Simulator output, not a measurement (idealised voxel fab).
Title: Process Module voxel trench capacitor
FYI the section here is cut, 145 nm wide, cells are 5 nm squares.
Cross-section format: a grid of square cells, given as bands from top to bottom; each band is one or more rows of cells. Top height, bottom height, nm. Materials left to right, width each, nm. Single material + "all across" = fills band edge to edge. "blank" = empty. For the purposes of this specification, 0 denotes the height below which the wafer in its as-received condition is composed wholly of one material, and the lowermost band, lacking a lower limit, extends downward without end, as expressed in "top 0, no bottom". Graded width ("30->40"): value in top row of band = first number; value in bottom row = second number; row-to-row change constant. Any step labelled "identical to before" changed none of the cells in the cross-section. The list in "Closed void catalog" covers empty spaces of 8 cells or more that cannot reach the top through any open way, and it gives each as width x height at distance; the distance is from the left edge, and width, height and distance are in nm. The remark found on a step's line after its settings is issued by the simulator itself and pertains to that step. The setting "overlay nm" may be written on the line of a step. When the step uses a mask, the value reports how far to the right of the planned place the mask lay, and a negative value reports that it lay to the left.

plan:
| 1 | RECEIVE (material Si) |
| 2 | CONFORMAL_DEP (material SiN; thk nm 10) |
| 3 | MASKED_ETCH (tone open; mask id TRENCH; width nm 30; pitch nm 45; etch materials SiN; depth nm 10; overlay nm 0) |
| 4 | MASKED_ETCH (tone open; mask id TRENCH; width nm 30; pitch nm 45; etch materials Si; depth nm 25; overlay nm -15) |
| 5 | CONFORMAL_DEP (material Al2O3; thk nm 5) |
| 6 | CONFORMAL_DEP (material TiN; thk nm 5) |
| 7 | FILL_DEP (material W; thk nm 10) |
| 8 | CMP (height nm 10) |
All wafers enter the flow in the same state. The overlay nm at step 4 differs from wafer to wafer, and the plan gives the value for the first wafer.

Received wafers, first of several: cross-section after step 1:
top 0, no bottom | Si all across
Closed void catalog: none

Here's the first of several wafers in cross-section, end of the module, after the last step, step 8:
top 10, bottom 0 | SiN=35  Al2O3=5  TiN=20->5  Al2O3=5->20  SiN=15  Al2O3=5  TiN=20->5  Al2O3=5->20  SiN=35
top 0, bottom -20 | Si=35  Al2O3=5  TiN=5  Al2O3=5  Si=30  Al2O3=5  TiN=5  Al2O3=5  Si=50
top -20, bottom -25 | Si=35  Al2O3=15  Si=30  Al2O3=15  Si=50
top -25, no bottom | Si all across
Closed void catalog: none

Showing the last wafer in cross-section at the end of the module:
top 10, bottom 0 | SiN=35  Al2O3=5->20  TiN=20->5  Al2O3=5  SiN=15  Al2O3=5->20  TiN=20->5  Al2O3=5  SiN=35
top 0, bottom -20 | Si=50  Al2O3=5  TiN=5  Al2O3=5  Si=30  Al2O3=5  TiN=5  Al2O3=5  Si=35
top -20, bottom -25 | Si=50  Al2O3=15  Si=30  Al2O3=15  Si=35
top -25, no bottom | Si all across
Closed void catalog: none

Below is a per-wafer table. In it, each row describes the wafer at the end of the module by giving, for each material, the number of cells gained (+) or lost (-) since the wafer was received, and after that the closed voids of the wafer:
overlay nm -15, +36 Al2O3, -30 Si, +34 SiN, +18 TiN, Closed void catalog: none
overlay nm -10, +36 Al2O3, -40 Si, +34 SiN, +28 TiN, Closed void catalog: none
overlay nm -5, +36 Al2O3, -50 Si, +34 SiN, +28 TiN, +10 W, Closed void catalog: none
overlay nm 0, +36 Al2O3, -60 Si, +34 SiN, +28 TiN, +20 W, Closed void catalog: none
overlay nm 5, +36 Al2O3, -50 Si, +34 SiN, +28 TiN, +10 W, Closed void catalog: none
overlay nm 10, +36 Al2O3, -40 Si, +34 SiN, +28 TiN, Closed void catalog: none
overlay nm 15, +36 Al2O3, -30 Si, +34 SiN, +18 TiN, Closed void catalog: none
